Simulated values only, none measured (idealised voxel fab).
process module | voxel transistor to metal
cross-section cut | 155 nm wide | cells 5 nm
A cross-section is a grid of square cells, given in bands from the top down. A band is one or more rows of cells.
Each band's line starts with the height of the band's top and of its bottom, in nm. Then come its materials from left to right, each with its width in nm. One material with "throughout" fills the band from edge to edge. "air" is empty space.
Height 0 is the level under which the wafer as received is all one material. The lowest band goes on downwards, as in "0 down".
A width such as "30 to 40" changes by the same amount from each row of cells to the next, from the band's top row to its bottom row.
"no change" after a step means that no cell of the cross-section changed.
closed voids: empty space of 8 cells or more with no open way to the top, each as width x height at its distance from the left edge, in nm
after a step's settings: what the simulator itself notes on the step
overlay nm, on a step with a mask: how far to the right of its planned place the mask lay; to the left if negative
plan
1 op RECEIVE | material Si
2 op OXIDIZE | depth nm 5
3 op CONFORMAL_DEP | material SiN | thk nm 10
4 op PATTERN | tone cover | mask id ACTIVE | material resist | width nm 110 | thk nm 15 | overlay nm 0
5 op DIRECTIONAL_ETCH | etch materials SiN | depth nm 10
6 op DIRECTIONAL_ETCH | etch materials SiO2 | depth nm 5
7 op DIRECTIONAL_ETCH | etch materials Si | depth nm 20
8 op STRIP | etch materials resist
9 op OXIDIZE | depth nm 5
10 op FILL_DEP | material SiO2 | thk nm 5
11 op CMP | height nm 10
12 op SELECTIVE_ETCH | etch materials SiO2 | depth nm 5
13 op STRIP | etch materials SiN
14 op SELECTIVE_ETCH | etch materials SiO2 | depth nm 5
15 op OXIDIZE | depth nm 5
16 op DIRECTIONAL_DEP | material polySi | thk nm 25
17 op DIRECTIONAL_DEP | material SiCN | thk nm 15
18 op DIRECTIONAL_DEP | material aC | thk nm 10
19 op PATTERN | tone cover | mask id GATE | material resist | width nm 30 | thk nm 30 | overlay nm 0
20 op DIRECTIONAL_ETCH | etch materials aC | depth nm 10
21 op STRIP | etch materials resist
22 op DIRECTIONAL_ETCH | etch materials SiCN | depth nm 25
23 op DIRECTIONAL_ETCH | etch materials polySi | depth nm 35
24 op STRIP | etch materials aC
25 op CONFORMAL_DEP | material SiO2 | thk nm 5
26 op DIRECTIONAL_ETCH | etch materials SiO2 | depth nm 5
27 op CONFORMAL_DEP | material SiN | thk nm 5
28 op DIRECTIONAL_ETCH | etch materials SiN | depth nm 5
29 op DIRECTIONAL_ETCH | etch materials SiO2 | depth nm 5
30 op DIRECTIONAL_ETCH | etch materials Si | depth nm 5
31 op EPI | material pSi | thk nm 10
32 op FILL_DEP | material SiO2 | thk nm 5
33 op CMP | height nm 20
34 op STRIP | etch materials polySi
35 op SELECTIVE_ETCH | etch materials SiO2 | depth nm 5
36 op CONFORMAL_DEP | material HfO2 | thk nm 5
37 op CONFORMAL_DEP | material TiN | thk nm 5
38 op FILL_DEP | material W | thk nm 5
39 op CMP | height nm 15
40 op DIRECTIONAL_DEP | material SiO2 | thk nm 10
41 op PATTERN | tone open | mask id CONTACT | material resist | width nm 20 | pitch nm 80 | thk nm 20 | overlay nm 0
42 op DIRECTIONAL_ETCH | etch materials SiO2 | depth nm 30
43 op STRIP | etch materials resist
44 op CONFORMAL_DEP | material TiN | thk nm 5
45 op FILL_DEP | material W | thk nm 10
46 op CMP | height nm 25
47 op DIRECTIONAL_DEP | material TiN | thk nm 5
48 op DIRECTIONAL_DEP | material W | thk nm 25
49 op PATTERN | tone cover | mask id METAL_1 | material resist | width nm 20 | pitch nm 80 | thk nm 20 | overlay nm 0
50 op DIRECTIONAL_ETCH | etch materials W | depth nm 25
51 op DIRECTIONAL_ETCH | etch materials TiN | depth nm 5
52 op STRIP | etch materials resist
53 op CONFORMAL_DEP | material SiN | thk nm 5
54 op FILL_DEP | material SiO2 | thk nm 5
55 op CMP | height nm 55
56 op CONFORMAL_DEP | material SiCN | thk nm 5
57 op DIRECTIONAL_DEP | material SiO2 | thk nm 35
58 op DIRECTIONAL_DEP | material aC | thk nm 10
59 op PATTERN | tone open | mask id METAL_2 | material resist | width nm 20 | pitch nm 80 | thk nm 30 | overlay nm 0
60 op DIRECTIONAL_ETCH | etch materials aC | depth nm 10
61 op STRIP | etch materials resist
62 op DIRECTIONAL_ETCH | etch materials SiO2 | depth nm 20
63 op STRIP | etch materials aC
64 op DIRECTIONAL_DEP | material aC | thk nm 15
65 op PATTERN | tone open | mask id METAL_2_HOLES | material resist | width nm 15 | pitch nm 80 | thk nm 30 | overlay nm 0
66 op DIRECTIONAL_ETCH | etch materials aC | depth nm 15
67 op STRIP | etch materials resist
68 op DIRECTIONAL_ETCH | etch materials SiO2 | depth nm 15
69 op DIRECTIONAL_ETCH | etch materials SiCN | depth nm 5
70 op STRIP | etch materials aC
71 op CONFORMAL_DEP | material TiN | thk nm 5
72 op FILL_DEP | material Cu | thk nm 10
73 op CMP | height nm 95
74 op CONFORMAL_DEP | material SiCN | thk nm 5
first wafer, as planned
as received, after step 1
  0 down: Si throughout
  closed voids: none
after step 2
  0 to -5: SiO2 throughout
  below -5: unchanged
after step 3
  10 to 0: SiN throughout
  below 0: unchanged
after step 4
  25 to 10: air 20 | resist 110 | air 25
  below 10: unchanged
after step 5
  25 to 10: air 20 | resist 110 | air 25
  10 to 0: air 20 | SiN 110 | air 25
  below 0: unchanged
after step 6
  25 to 10: air 20 | resist 110 | air 25
  10 to 0: air 20 | SiN 110 | air 25
  0 to -5: air 20 | SiO2 110 | air 25
  below -5: unchanged
after step 7
  25 to 10: air 20 | resist 110 | air 25
  10 to 0: air 20 | SiN 110 | air 25
  0 to -5: air 20 | SiO2 110 | air 25
  -5 to -25: air 20 | Si 110 | air 25
  below -25: unchanged
after step 8
  10 to 0: air 20 | SiN 110 | air 25
  below 0: unchanged
after step 9
  10 to 0: air 20 | SiN 110 | air 25
  0 to -5: air 20 | SiO2 110 | air 25
  -5 to -25: air 20 | SiO2 5 | Si 100 | SiO2 5 | air 25
  -25 to -30: SiO2 25 | Si 100 | SiO2 30
  below -30: unchanged
after step 10
  15 to 10: SiO2 throughout
  10 to 0: SiO2 20 | SiN 110 | SiO2 25
  0 to -5: SiO2 throughout
  -5 to -30: SiO2 25 | Si 100 | SiO2 30
  below -30: unchanged
after step 11
  10 to 0: SiO2 20 | SiN 110 | SiO2 25
  below 0: unchanged
after step 12
  10 to 5: air 20 | SiN 110 | air 25
  below 5: unchanged
after step 13
  5 to 0: SiO2 20 | air 110 | SiO2 25
  below 0: unchanged
after step 14
  0 to -5: SiO2 15 | air 120 | SiO2 20
  below -5: unchanged
after step 15
  0 to -5: SiO2 15 | air 120 | SiO2 20
  -5 to -10: SiO2 throughout
  below -10: unchanged
after step 16
  25 to 20: polySi 15 | air 120 | polySi 20
  20 to 0: polySi throughout
  0 to -5: SiO2 15 | polySi 120 | SiO2 20
  below -5: unchanged
after step 17
  40 to 35: SiCN 15 | air 120 | SiCN 20
  35 to 25: SiCN throughout
  25 to 20: polySi 15 | SiCN 120 | polySi 20
  below 20: unchanged
after step 18
  50 to 45: aC 15 | air 120 | aC 20
  45 to 40: aC throughout
  40 to 35: SiCN 15 | aC 120 | SiCN 20
  below 35: unchanged
after step 19
  80 to 50: air 60 | resist 30 | air 65
  50 to 45: aC 15 | air 45 | resist 30 | air 45 | aC 20
  below 45: unchanged
after step 20
  70 to 45: air 60 | resist 30 | air 65
  45 to 40: air 60 | aC 30 | air 65
  40 to 35: SiCN 15 | air 45 | aC 30 | air 45 | SiCN 20
  below 35: unchanged
after step 21
  45 to 40: air 60 | aC 30 | air 65
  below 40: unchanged
after step 22
  45 to 35: air 60 | aC 30 | air 65
  35 to 25: air 60 | SiCN 30 | air 65
  25 to 20: polySi 15 | air 45 | SiCN 30 | air 45 | polySi 20
  below 20: unchanged
after step 23
  45 to 35: air 60 | aC 30 | air 65
  35 to 20: air 60 | SiCN 30 | air 65
  20 to 0: air 60 | polySi 30 | air 65
  0 to -5: SiO2 15 | air 45 | polySi 30 | air 45 | SiO2 20
  below -5: unchanged
after step 24
  35 to 20: air 60 | SiCN 30 | air 65
  below 20: unchanged
after step 25
  40 to 35: air 55 | SiO2 40 | air 60
  35 to 20: air 55 | SiO2 5 | SiCN 30 | SiO2 5 | air 60
  20 to 5: air 55 | SiO2 5 | polySi 30 | SiO2 5 | air 60
  5 to 0: SiO2 20 | air 35 | SiO2 5 | polySi 30 | SiO2 5 | air 35 | SiO2 25
  0 to -5: SiO2 60 | polySi 30 | SiO2 65
  below -5: unchanged
after step 26
  35 to 20: air 55 | SiO2 5 | SiCN 30 | SiO2 5 | air 60
  20 to 0: air 55 | SiO2 5 | polySi 30 | SiO2 5 | air 60
  0 to -5: SiO2 20 | air 35 | SiO2 5 | polySi 30 | SiO2 5 | air 35 | SiO2 25
  below -5: unchanged
after step 27
  40 to 35: air 50 | SiN 50 | air 55
  35 to 20: air 50 | SiN 5 | SiO2 5 | SiCN 30 | SiO2 5 | SiN 5 | air 55
  20 to 5: air 50 | SiN 5 | SiO2 5 | polySi 30 | SiO2 5 | SiN 5 | air 55
  5 to 0: SiN 25 | air 25 | SiN 5 | SiO2 5 | polySi 30 | SiO2 5 | SiN 5 | air 25 | SiN 30
  0 to -5: SiO2 20 | SiN 35 | SiO2 5 | polySi 30 | SiO2 5 | SiN 35 | SiO2 25
  below -5: unchanged
after step 28
  35 to 20: air 50 | SiN 5 | SiO2 5 | SiCN 30 | SiO2 5 | SiN 5 | air 55
  20 to 0: air 50 | SiN 5 | SiO2 5 | polySi 30 | SiO2 5 | SiN 5 | air 55
  0 to -5: SiO2 20 | SiN 5 | air 25 | SiN 5 | SiO2 5 | polySi 30 | SiO2 5 | SiN 5 | air 25 | SiN 5 | SiO2 25
  below -5: unchanged
after step 29
  35 to 30: air 50 | SiN 5 | air 5 | SiCN 30 | air 5 | SiN 5 | air 55
  30 to 20: air 50 | SiN 5 | SiO2 5 | SiCN 30 | SiO2 5 | SiN 5 | air 55
  20 to 0: air 50 | SiN 5 | SiO2 5 | polySi 30 | SiO2 5 | SiN 5 | air 55
  0 to -5: air 20 | SiN 5 | air 25 | SiN 5 | SiO2 5 | polySi 30 | SiO2 5 | SiN 5 | air 25 | SiN 5 | air 25
  -5 to -10: SiO2 25 | air 25 | SiO2 50 | air 25 | SiO2 30
  below -10: unchanged
after step 30
  35 to 30: air 50 | SiN 5 | air 5 | SiCN 30 | air 5 | SiN 5 | air 55
  30 to 20: air 50 | SiN 5 | SiO2 5 | SiCN 30 | SiO2 5 | SiN 5 | air 55
  20 to 0: air 50 | SiN 5 | SiO2 5 | polySi 30 | SiO2 5 | SiN 5 | air 55
  0 to -5: air 20 | SiN 5 | air 25 | SiN 5 | SiO2 5 | polySi 30 | SiO2 5 | SiN 5 | air 25 | SiN 5 | air 25
  -5 to -10: SiO2 25 | air 25 | SiO2 50 | air 25 | SiO2 30
  -10 to -15: SiO2 25 | air 25 | Si 50 | air 25 | SiO2 30
  below -15: unchanged
after step 31
  35 to 30: air 50 | SiN 5 | air 5 | SiCN 30 | air 5 | SiN 5 | air 55
  30 to 20: air 50 | SiN 5 | SiO2 5 | SiCN 30 | SiO2 5 | SiN 5 | air 55
  20 to 0: air 50 | SiN 5 | SiO2 5 | polySi 30 | SiO2 5 | SiN 5 | air 55
  0 to -5: air 20 | SiN 5 | air 15 | pSi 10 | SiN 5 | SiO2 5 | polySi 30 | SiO2 5 | SiN 5 | pSi 10 | air 15 | SiN 5 | air 25
  -5 to -10: SiO2 25 | pSi 25 | SiO2 50 | pSi 25 | SiO2 30
  -10 to -15: SiO2 25 | pSi 25 | Si 50 | pSi 25 | SiO2 30
  below -15: unchanged
after step 32
  40 to 35: SiO2 throughout
  35 to 20: SiO2 50 | SiN 5 | SiO2 5 | SiCN 30 | SiO2 5 | SiN 5 | SiO2 55
  20 to 0: SiO2 50 | SiN 5 | SiO2 5 | polySi 30 | SiO2 5 | SiN 5 | SiO2 55
  0 to -5: SiO2 20 | SiN 5 | SiO2 15 | pSi 10 | SiN 5 | SiO2 5 | polySi 30 | SiO2 5 | SiN 5 | pSi 10 | SiO2 15 | SiN 5 | SiO2 25
  below -5: unchanged
after step 33
  20 to 0: SiO2 50 | SiN 5 | SiO2 5 | polySi 30 | SiO2 5 | SiN 5 | SiO2 55
  below 0: unchanged
after step 34
  20 to 0: SiO2 50 | SiN 5 | SiO2 5 | air 30 | SiO2 5 | SiN 5 | SiO2 55
  0 to -5: SiO2 20 | SiN 5 | SiO2 15 | pSi 10 | SiN 5 | SiO2 5 | air 30 | SiO2 5 | SiN 5 | pSi 10 | SiO2 15 | SiN 5 | SiO2 25
  below -5: unchanged
after step 35
  20 to 15: air 50 | SiN 5 | air 40 | SiN 5 | air 55
  15 to 0: SiO2 50 | SiN 5 | air 40 | SiN 5 | SiO2 55
  0 to -5: SiO2 20 | SiN 5 | SiO2 15 | pSi 10 | SiN 5 | air 40 | SiN 5 | pSi 10 | SiO2 15 | SiN 5 | SiO2 25
  -5 to -10: SiO2 25 | pSi 25 | SiO2 5 | air 40 | SiO2 5 | pSi 25 | SiO2 30
  below -10: unchanged
after step 36
  25 to 20: air 45 | HfO2 15 | air 30 | HfO2 15 | air 50
  20 to 15: HfO2 50 | SiN 5 | HfO2 5 | air 30 | HfO2 5 | SiN 5 | HfO2 55
  15 to 0: SiO2 50 | SiN 5 | HfO2 5 | air 30 | HfO2 5 | SiN 5 | SiO2 55
  0 to -5: SiO2 20 | SiN 5 | SiO2 15 | pSi 10 | SiN 5 | HfO2 5 | air 30 | HfO2 5 | SiN 5 | pSi 10 | SiO2 15 | SiN 5 | SiO2 25
  -5 to -10: SiO2 25 | pSi 25 | SiO2 5 | HfO2 40 | SiO2 5 | pSi 25 | SiO2 30
  below -10: unchanged
after step 37
  30 to 25: air 40 | TiN 25 | air 20 | TiN 25 | air 45
  25 to 20: TiN 45 | HfO2 15 | TiN 5 | air 20 | TiN 5 | HfO2 15 | TiN 50
  20 to 15: HfO2 50 | SiN 5 | HfO2 5 | TiN 5 | air 20 | TiN 5 | HfO2 5 | SiN 5 | HfO2 55
  15 to 0: SiO2 50 | SiN 5 | HfO2 5 | TiN 5 | air 20 | TiN 5 | HfO2 5 | SiN 5 | SiO2 55
  0 to -5: SiO2 20 | SiN 5 | SiO2 15 | pSi 10 | SiN 5 | HfO2 5 | TiN 30 | HfO2 5 | SiN 5 | pSi 10 | SiO2 15 | SiN 5 | SiO2 25
  below -5: unchanged
after step 38
  35 to 30: W throughout
  30 to 25: W 40 | TiN 25 | W 20 | TiN 25 | W 45
  25 to 20: TiN 45 | HfO2 15 | TiN 5 | W 20 | TiN 5 | HfO2 15 | TiN 50
  20 to 15: HfO2 50 | SiN 5 | HfO2 5 | TiN 5 | W 20 | TiN 5 | HfO2 5 | SiN 5 | HfO2 55
  15 to 0: SiO2 50 | SiN 5 | HfO2 5 | TiN 5 | W 20 | TiN 5 | HfO2 5 | SiN 5 | SiO2 55
  below 0: unchanged
after step 39
  15 to 0: SiO2 50 | SiN 5 | HfO2 5 | TiN 5 | W 20 | TiN 5 | HfO2 5 | SiN 5 | SiO2 55
  below 0: unchanged
after step 40
  25 to 15: SiO2 throughout
  below 15: unchanged
after step 41
  45 to 25: resist 25 | air 20 | resist 60 | air 20 | resist 30
  below 25: unchanged
after step 42
  45 to 25: resist 25 | air 20 | resist 60 | air 20 | resist 30
  25 to 15: SiO2 25 | air 20 | SiO2 60 | air 20 | SiO2 30
  15 to 0: SiO2 25 | air 20 | SiO2 5 | SiN 5 | HfO2 5 | TiN 5 | W 20 | TiN 5 | HfO2 5 | SiN 5 | SiO2 5 | air 20 | SiO2 30
  0 to -5: SiO2 20 | SiN 5 | air 15 | pSi 10 | SiN 5 | HfO2 5 | TiN 30 | HfO2 5 | SiN 5 | pSi 10 | air 15 | SiN 5 | SiO2 25
  below -5: unchanged
after step 43
  25 to 15: SiO2 25 | air 20 | SiO2 60 | air 20 | SiO2 30
  below 15: unchanged
after step 44
  30 to 25: TiN 30 | air 10 | TiN 70 | air 10 | TiN 35
  25 to 15: SiO2 25 | TiN 5 | air 10 | TiN 5 | SiO2 60 | TiN 5 | air 10 | TiN 5 | SiO2 30
  15 to 5: SiO2 25 | TiN 5 | air 10 | TiN 5 | SiO2 5 | SiN 5 | HfO2 5 | TiN 5 | W 20 | TiN 5 | HfO2 5 | SiN 5 | SiO2 5 | TiN 5 | air 10 | TiN 5 | SiO2 30
  5 to 0: SiO2 25 | TiN 5 | air 5 | TiN 10 | SiO2 5 | SiN 5 | HfO2 5 | TiN 5 | W 20 | TiN 5 | HfO2 5 | SiN 5 | SiO2 5 | TiN 10 | air 5 | TiN 5 | SiO2 30
  0 to -5: SiO2 20 | SiN 5 | TiN 15 | pSi 10 | SiN 5 | HfO2 5 | TiN 30 | HfO2 5 | SiN 5 | pSi 10 | TiN 15 | SiN 5 | SiO2 25
  below -5: unchanged
after step 45
  40 to 30: W throughout
  30 to 25: TiN 30 | W 10 | TiN 70 | W 10 | TiN 35
  25 to 15: SiO2 25 | TiN 5 | W 10 | TiN 5 | SiO2 60 | TiN 5 | W 10 | TiN 5 | SiO2 30
  15 to 5: SiO2 25 | TiN 5 | W 10 | TiN 5 | SiO2 5 | SiN 5 | HfO2 5 | TiN 5 | W 20 | TiN 5 | HfO2 5 | SiN 5 | SiO2 5 | TiN 5 | W 10 | TiN 5 | SiO2 30
  5 to 0: SiO2 25 | TiN 5 | W 5 | TiN 10 | SiO2 5 | SiN 5 | HfO2 5 | TiN 5 | W 20 | TiN 5 | HfO2 5 | SiN 5 | SiO2 5 | TiN 10 | W 5 | TiN 5 | SiO2 30
  below 0: unchanged
after step 46
  25 to 15: SiO2 25 | TiN 5 | W 10 | TiN 5 | SiO2 60 | TiN 5 | W 10 | TiN 5 | SiO2 30
  below 15: unchanged
after step 47
  30 to 25: TiN throughout
  below 25: unchanged
after step 48
  55 to 30: W throughout
  below 30: unchanged
after step 49
  75 to 55: air 25 | resist 20 | air 60 | resist 20 | air 30
  below 55: unchanged
after step 50
  75 to 55: air 25 | resist 20 | air 60 | resist 20 | air 30
  55 to 30: air 25 | W 20 | air 60 | W 20 | air 30
  below 30: unchanged
after step 51
  75 to 55: air 25 | resist 20 | air 60 | resist 20 | air 30
  55 to 30: air 25 | W 20 | air 60 | W 20 | air 30
  30 to 25: air 25 | TiN 20 | air 60 | TiN 20 | air 30
  below 25: unchanged
after step 52
  55 to 30: air 25 | W 20 | air 60 | W 20 | air 30
  below 30: unchanged
after step 53
  60 to 55: air 20 | SiN 30 | air 50 | SiN 30 | air 25
  55 to 30: air 20 | SiN 5 | W 20 | SiN 5 | air 50 | SiN 5 | W 20 | SiN 5 | air 25
  30 to 25: SiN 25 | TiN 20 | SiN 60 | TiN 20 | SiN 30
  below 25: unchanged
after step 54
  65 to 60: SiO2 throughout
  60 to 55: SiO2 20 | SiN 30 | SiO2 50 | SiN 30 | SiO2 25
  55 to 30: SiO2 20 | SiN 5 | W 20 | SiN 5 | SiO2 50 | SiN 5 | W 20 | SiN 5 | SiO2 25
  below 30: unchanged
after step 55
  55 to 30: SiO2 20 | SiN 5 | W 20 | SiN 5 | SiO2 50 | SiN 5 | W 20 | SiN 5 | SiO2 25
  below 30: unchanged
after step 56
  60 to 55: SiCN throughout
  below 55: unchanged
after step 57
  95 to 60: SiO2 throughout
  below 60: unchanged
after step 58
  105 to 95: aC throughout
  below 95: unchanged
after step 59
  135 to 105: resist 25 | air 20 | resist 60 | air 20 | resist 30
  below 105: unchanged
after step 60
  125 to 105: resist 25 | air 20 | resist 60 | air 20 | resist 30
  105 to 95: aC 25 | air 20 | aC 60 | air 20 | aC 30
  below 95: unchanged
after step 61
  105 to 95: aC 25 | air 20 | aC 60 | air 20 | aC 30
  below 95: unchanged
after step 62
  105 to 95: aC 25 | air 20 | aC 60 | air 20 | aC 30
  95 to 75: SiO2 25 | air 20 | SiO2 60 | air 20 | SiO2 30
  below 75: unchanged
after step 63
  95 to 75: SiO2 25 | air 20 | SiO2 60 | air 20 | SiO2 30
  below 75: unchanged
after step 64
  110 to 95: aC 25 | air 20 | aC 60 | air 20 | aC 30
  95 to 90: SiO2 25 | air 20 | SiO2 60 | air 20 | SiO2 30
  90 to 75: SiO2 25 | aC 20 | SiO2 60 | aC 20 | SiO2 30
  below 75: unchanged
after step 65
  140 to 110: resist 25 | air 15 | resist 65 | air 15 | resist 35
  110 to 95: aC 25 | air 15 | resist 5 | aC 60 | air 15 | resist 5 | aC 30
  95 to 90: SiO2 25 | air 15 | resist 5 | SiO2 60 | air 15 | resist 5 | SiO2 30
  below 90: unchanged
after step 66
  125 to 110: resist 25 | air 15 | resist 65 | air 15 | resist 35
  110 to 95: aC 25 | air 15 | resist 5 | aC 60 | air 15 | resist 5 | aC 30
  95 to 90: SiO2 25 | air 15 | resist 5 | SiO2 60 | air 15 | resist 5 | SiO2 30
  90 to 75: SiO2 25 | air 15 | aC 5 | SiO2 60 | air 15 | aC 5 | SiO2 30
  below 75: unchanged
after step 67
  110 to 95: aC 25 | air 20 | aC 60 | air 20 | aC 30
  95 to 90: SiO2 25 | air 20 | SiO2 60 | air 20 | SiO2 30
  below 90: unchanged
after step 68
  110 to 95: aC 25 | air 20 | aC 60 | air 20 | aC 30
  95 to 90: SiO2 25 | air 20 | SiO2 60 | air 20 | SiO2 30
  90 to 75: SiO2 25 | air 15 | aC 5 | SiO2 60 | air 15 | aC 5 | SiO2 30
  75 to 60: SiO2 25 | air 15 | SiO2 65 | air 15 | SiO2 35
  below 60: unchanged
after step 69
  110 to 95: aC 25 | air 20 | aC 60 | air 20 | aC 30
  95 to 90: SiO2 25 | air 20 | SiO2 60 | air 20 | SiO2 30
  90 to 75: SiO2 25 | air 15 | aC 5 | SiO2 60 | air 15 | aC 5 | SiO2 30
  75 to 60: SiO2 25 | air 15 | SiO2 65 | air 15 | SiO2 35
  60 to 55: SiCN 25 | air 15 | SiCN 65 | air 15 | SiCN 35
  below 55: unchanged
after step 70
  95 to 75: SiO2 25 | air 20 | SiO2 60 | air 20 | SiO2 30
  below 75: unchanged
after step 71
  100 to 95: TiN 30 | air 10 | TiN 70 | air 10 | TiN 35
  95 to 80: SiO2 25 | TiN 5 | air 10 | TiN 5 | SiO2 60 | TiN 5 | air 10 | TiN 5 | SiO2 30
  80 to 75: SiO2 25 | TiN 5 | air 5 | TiN 10 | SiO2 60 | TiN 5 | air 5 | TiN 10 | SiO2 30
  75 to 60: SiO2 25 | TiN 5 | air 5 | TiN 5 | SiO2 65 | TiN 5 | air 5 | TiN 5 | SiO2 35
  60 to 55: SiCN 25 | TiN 15 | SiCN 65 | TiN 15 | SiCN 35
  below 55: unchanged
after step 72
  110 to 100: Cu throughout
  100 to 95: TiN 30 | Cu 10 | TiN 70 | Cu 10 | TiN 35
  95 to 80: SiO2 25 | TiN 5 | Cu 10 | TiN 5 | SiO2 60 | TiN 5 | Cu 10 | TiN 5 | SiO2 30
  80 to 75: SiO2 25 | TiN 5 | Cu 5 | TiN 10 | SiO2 60 | TiN 5 | Cu 5 | TiN 10 | SiO2 30
  75 to 60: SiO2 25 | TiN 5 | Cu 5 | TiN 5 | SiO2 65 | TiN 5 | Cu 5 | TiN 5 | SiO2 35
  below 60: unchanged
after step 73
  95 to 80: SiO2 25 | TiN 5 | Cu 10 | TiN 5 | SiO2 60 | TiN 5 | Cu 10 | TiN 5 | SiO2 30
  below 80: unchanged
after step 74
  100 to 95: SiCN throughout
  below 95: unchanged
second wafer: like start, like plan, one mistake. Through step 58 it matches the first wafer
when step 59 should have ended
  135 to 105: resist 20 | air 30 | resist 50 | air 30 | resist 25
  below 105: unchanged
when step 60 should have ended
  125 to 105: resist 20 | air 30 | resist 50 | air 30 | resist 25
  105 to 95: aC 20 | air 30 | aC 50 | air 30 | aC 25
  below 95: unchanged
when step 61 should have ended
  105 to 95: aC 20 | air 30 | aC 50 | air 30 | aC 25
  below 95: unchanged
when step 62 should have ended
  105 to 95: aC 20 | air 30 | aC 50 | air 30 | aC 25
  95 to 75: SiO2 20 | air 30 | SiO2 50 | air 30 | SiO2 25
  below 75: unchanged
when step 63 should have ended
  95 to 75: SiO2 20 | air 30 | SiO2 50 | air 30 | SiO2 25
  below 75: unchanged
when step 64 should have ended
  110 to 95: aC 20 | air 30 | aC 50 | air 30 | aC 25
  95 to 90: SiO2 20 | air 30 | SiO2 50 | air 30 | SiO2 25
  90 to 75: SiO2 20 | aC 30 | SiO2 50 | aC 30 | SiO2 25
  below 75: unchanged
when step 65 should have ended
  140 to 110: resist 25 | air 15 | resist 65 | air 15 | resist 35
  110 to 95: aC 20 | resist 5 | air 15 | resist 10 | aC 50 | resist 5 | air 15 | resist 10 | aC 25
  95 to 90: SiO2 20 | resist 5 | air 15 | resist 10 | SiO2 50 | resist 5 | air 15 | resist 10 | SiO2 25
  below 90: unchanged
when step 66 should have ended
  125 to 110: resist 25 | air 15 | resist 65 | air 15 | resist 35
  110 to 95: aC 20 | resist 5 | air 15 | resist 10 | aC 50 | resist 5 | air 15 | resist 10 | aC 25
  95 to 90: SiO2 20 | resist 5 | air 15 | resist 10 | SiO2 50 | resist 5 | air 15 | resist 10 | SiO2 25
  90 to 75: SiO2 20 | aC 5 | air 15 | aC 10 | SiO2 50 | aC 5 | air 15 | aC 10 | SiO2 25
  below 75: unchanged
when step 67 should have ended
  110 to 95: aC 20 | air 30 | aC 50 | air 30 | aC 25
  95 to 90: SiO2 20 | air 30 | SiO2 50 | air 30 | SiO2 25
  below 90: unchanged
when step 68 should have ended
  110 to 95: aC 20 | air 30 | aC 50 | air 30 | aC 25
  95 to 90: SiO2 20 | air 30 | SiO2 50 | air 30 | SiO2 25
  90 to 75: SiO2 20 | aC 5 | air 15 | aC 10 | SiO2 50 | aC 5 | air 15 | aC 10 | SiO2 25
  75 to 60: SiO2 25 | air 15 | SiO2 65 | air 15 | SiO2 35
  below 60: unchanged
when step 69 should have ended
  110 to 95: aC 20 | air 30 | aC 50 | air 30 | aC 25
  95 to 90: SiO2 20 | air 30 | SiO2 50 | air 30 | SiO2 25
  90 to 75: SiO2 20 | aC 5 | air 15 | aC 10 | SiO2 50 | aC 5 | air 15 | aC 10 | SiO2 25
  75 to 60: SiO2 25 | air 15 | SiO2 65 | air 15 | SiO2 35
  60 to 55: SiCN 25 | air 15 | SiCN 65 | air 15 | SiCN 35
  below 55: unchanged
when step 70 should have ended
  95 to 75: SiO2 20 | air 30 | SiO2 50 | air 30 | SiO2 25
  below 75: unchanged
when step 71 should have ended
  100 to 95: TiN 25 | air 20 | TiN 60 | air 20 | TiN 30
  95 to 80: SiO2 20 | TiN 5 | air 20 | TiN 5 | SiO2 50 | TiN 5 | air 20 | TiN 5 | SiO2 25
  80 to 75: SiO2 20 | TiN 10 | air 5 | TiN 15 | SiO2 50 | TiN 10 | air 5 | TiN 15 | SiO2 25
  75 to 60: SiO2 25 | TiN 5 | air 5 | TiN 5 | SiO2 65 | TiN 5 | air 5 | TiN 5 | SiO2 35
  60 to 55: SiCN 25 | TiN 15 | SiCN 65 | TiN 15 | SiCN 35
  below 55: unchanged
when step 72 should have ended
  110 to 100: Cu throughout
  100 to 95: TiN 25 | Cu 20 | TiN 60 | Cu 20 | TiN 30
  95 to 80: SiO2 20 | TiN 5 | Cu 20 | TiN 5 | SiO2 50 | TiN 5 | Cu 20 | TiN 5 | SiO2 25
  80 to 75: SiO2 20 | TiN 10 | Cu 5 | TiN 15 | SiO2 50 | TiN 10 | Cu 5 | TiN 15 | SiO2 25
  75 to 60: SiO2 25 | TiN 5 | Cu 5 | TiN 5 | SiO2 65 | TiN 5 | Cu 5 | TiN 5 | SiO2 35
  below 60: unchanged
when step 73 should have ended
  95 to 80: SiO2 20 | TiN 5 | Cu 20 | TiN 5 | SiO2 50 | TiN 5 | Cu 20 | TiN 5 | SiO2 25
  below 80: unchanged
when step 74 should have ended
  100 to 95: SiCN throughout
  below 95: unchanged
what went wrong: step 59 ran as: op PATTERN | tone open | mask id METAL_2 | material resist | width nm 30 | pitch nm 80 | thk nm 30 | overlay nm 0
at the end the second wafer has, in cells: 12 more of Cu | 16 fewer of SiO2 | 4 more of TiN
